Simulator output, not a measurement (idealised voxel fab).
Process module, titled voxel quadruple lines
Cross-section cut: width 160 nm, square cells of 5 nm.
A cross-section is written here as square cells arranged in a grid, and it is given in bands from the top down, each band taking up one or more rows of cells.
Heights first: top, then bottom, in nm. Then materials, left to right, each with a width in nm. "throughout" on a single material: fills the band edge to edge. "air": empty space.
Height 0 is the level under which the wafer as received is all one material. The lowest band goes on downwards, as in "0 nm and below".
Top row gets the first number, bottom row gets the second, and each row in between changes by the same step: that is how a band width like "30->40" works.
"changes: none" after a step means that no cell of the cross-section changed.
"Sealed void listing" enumerates empty spaces isolated from the top, with no open way to it, that contain at least 8 cells, giving each as width x height at distance from the left edge, all three in nm.
What comes after the settings on a step's line is commentary from the simulator itself on that step.
A step line may carry the setting "overlay nm", which, for steps involving a mask, states the distance by which the mask lay to the right of its intended position; negative values denote displacement to the left.
[So here's the lineup of process steps we planned]
1) RECEIVE, material Si
2) CONFORMAL_DEP, material Al2O3, thk nm 10
3) DIRECTIONAL_DEP, material Ru, thk nm 10
4) DIRECTIONAL_DEP, material polySi, thk nm 20
5) DIRECTIONAL_DEP, material aC, thk nm 25
6) PATTERN, tone cover, mask id MANDREL, material resist, width nm 30, thk nm 30, overlay nm 0
7) DIRECTIONAL_ETCH, etch materials aC, depth nm 25
8) STRIP, etch materials resist
9) CONFORMAL_DEP, material SiO2, thk nm 10
10) DIRECTIONAL_ETCH, etch materials SiO2, depth nm 10
11) STRIP, etch materials aC
12) DIRECTIONAL_ETCH, etch materials polySi, depth nm 20
13) STRIP, etch materials SiO2
14) CONFORMAL_DEP, material SiCN, thk nm 10
15) DIRECTIONAL_ETCH, etch materials SiCN, depth nm 10
16) STRIP, etch materials polySi
17) DIRECTIONAL_ETCH, etch materials Ru, depth nm 10
18) STRIP, etch materials SiCN
19) FILL_DEP, material lowk, thk nm 5
20) CMP, height nm 20
[What follows covers the first of two wafers; it ran as planned]
[The cross-section here shows the wafer as received, i.e. in its state after step 1]
0 nm and below = Si throughout
Sealed void listing: none
[Sectional view: wafer, after step 2]
10 nm to 0 nm = Al2O3 throughout
Unchanged below 0.
[Sectional view: wafer, after step 3]
20 nm to 10 nm = Ru throughout
Unchanged below 10.
[Sectional view: wafer, after step 4]
40 nm to 20 nm = polySi throughout
Unchanged below 20.
[Sectional view: wafer, after step 5]
65 nm to 40 nm = aC throughout
Unchanged below 40.
[Sectional view: wafer, after step 6]
95 nm to 65 nm = air 65  resist 30  air 65
Unchanged below 65.
[Sectional view: wafer, after step 7]
70 nm to 65 nm = air 65  resist 30  air 65
65 nm to 40 nm = air 65  aC 30  air 65
Unchanged below 40.
[Sectional view: wafer, after step 8]
65 nm to 40 nm = air 65  aC 30  air 65
Unchanged below 40.
[Sectional view: wafer, after step 9]
75 nm to 65 nm = air 55  SiO2 50  air 55
65 nm to 50 nm = air 55  SiO2 10  aC 30  SiO2 10  air 55
50 nm to 40 nm = SiO2 65  aC 30  SiO2 65
Unchanged below 40.
[Sectional view: wafer, after step 10]
65 nm to 40 nm = air 55  SiO2 10  aC 30  SiO2 10  air 55
Unchanged below 40.
[Sectional view: wafer, after step 11]
65 nm to 40 nm = air 55  SiO2 10  air 30  SiO2 10  air 55
Unchanged below 40.
[Sectional view: wafer, after step 12]
65 nm to 40 nm = air 55  SiO2 10  air 30  SiO2 10  air 55
40 nm to 20 nm = air 55  polySi 10  air 30  polySi 10  air 55
Unchanged below 20.
[Sectional view: wafer, after step 13]
40 nm to 20 nm = air 55  polySi 10  air 30  polySi 10  air 55
Unchanged below 20.
[Sectional view: wafer, after step 14]
50 nm to 40 nm = air 45  SiCN 30  air 10  SiCN 30  air 45
40 nm to 30 nm = air 45  SiCN 10  polySi 10  SiCN 10  air 10  SiCN 10  polySi 10  SiCN 10  air 45
30 nm to 20 nm = SiCN 55  polySi 10  SiCN 30  polySi 10  SiCN 55
Unchanged below 20.
[Sectional view: wafer, after step 15]
40 nm to 20 nm = air 45  SiCN 10  polySi 10  SiCN 10  air 10  SiCN 10  polySi 10  SiCN 10  air 45
Unchanged below 20.
[Sectional view: wafer, after step 16]
40 nm to 20 nm = air 45  SiCN 10  air 10  SiCN 10  air 10  SiCN 10  air 10  SiCN 10  air 45
Unchanged below 20.
[Sectional view: wafer, after step 17]
40 nm to 20 nm = air 45  SiCN 10  air 10  SiCN 10  air 10  SiCN 10  air 10  SiCN 10  air 45
20 nm to 10 nm = air 45  Ru 10  air 10  Ru 10  air 10  Ru 10  air 10  Ru 10  air 45
Unchanged below 10.
[Sectional view: wafer, after step 18]
20 nm to 10 nm = air 45  Ru 10  air 10  Ru 10  air 10  Ru 10  air 10  Ru 10  air 45
Unchanged below 10.
[Sectional view: wafer, after step 19]
25 nm to 20 nm = lowk throughout
20 nm to 10 nm = lowk 45  Ru 10  lowk 10  Ru 10  lowk 10  Ru 10  lowk 10  Ru 10  lowk 45
Unchanged below 10.
[Sectional view: wafer, after step 20]
20 nm to 10 nm = lowk 45  Ru 10  lowk 10  Ru 10  lowk 10  Ru 10  lowk 10  Ru 10  lowk 45
Unchanged below 10.
[For the second wafer, take the first wafer's start and plan, then add one mistake made in running it; everything through step 10, that step included, is shared with the first]
[Cross-section of the second wafer corresponding to the planned conclusion of step 11]
65 nm to 40 nm = air 55  SiO2 10  aC 30  SiO2 10  air 55
40 nm to 20 nm = air 55  polySi 50  air 55
Unchanged below 20.
[Cross-section of the second wafer corresponding to the planned conclusion of step 12]
65 nm to 40 nm = air 55  SiO2 10  air 30  SiO2 10  air 55
Unchanged below 40.
[Cross-section of the second wafer corresponding to the planned conclusion of step 13]
40 nm to 20 nm = air 55  polySi 50  air 55
Unchanged below 20.
[Cross-section of the second wafer corresponding to the planned conclusion of step 14]
50 nm to 40 nm = air 45  SiCN 70  air 45
40 nm to 30 nm = air 45  SiCN 10  polySi 50  SiCN 10  air 45
30 nm to 20 nm = SiCN 55  polySi 50  SiCN 55
Unchanged below 20.
[Cross-section of the second wafer corresponding to the planned conclusion of step 15]
40 nm to 20 nm = air 45  SiCN 10  polySi 50  SiCN 10  air 45
Unchanged below 20.
[Cross-section of the second wafer corresponding to the planned conclusion of step 16]
40 nm to 20 nm = air 45  SiCN 10  air 50  SiCN 10  air 45
Unchanged below 20.
[Cross-section of the second wafer corresponding to the planned conclusion of step 17]
40 nm to 20 nm = air 45  SiCN 10  air 50  SiCN 10  air 45
20 nm to 10 nm = air 45  Ru 10  air 50  Ru 10  air 45
Unchanged below 10.
[Cross-section of the second wafer corresponding to the planned conclusion of step 18]
20 nm to 10 nm = air 45  Ru 10  air 50  Ru 10  air 45
Unchanged below 10.
[Cross-section of the second wafer corresponding to the planned conclusion of step 19]
25 nm to 20 nm = lowk throughout
20 nm to 10 nm = lowk 45  Ru 10  lowk 50  Ru 10  lowk 45
Unchanged below 10.
[Cross-section of the second wafer corresponding to the planned conclusion of step 20]
20 nm to 10 nm = lowk 45  Ru 10  lowk 50  Ru 10  lowk 45
Unchanged below 10.
Deviation noted in wafer processing: steps 11 and 12 traded places in the executed sequence
Wafer comparison, final, in cells, second relative to first, materials more or fewer: Ru: 8 fewer | lowk: 8 more
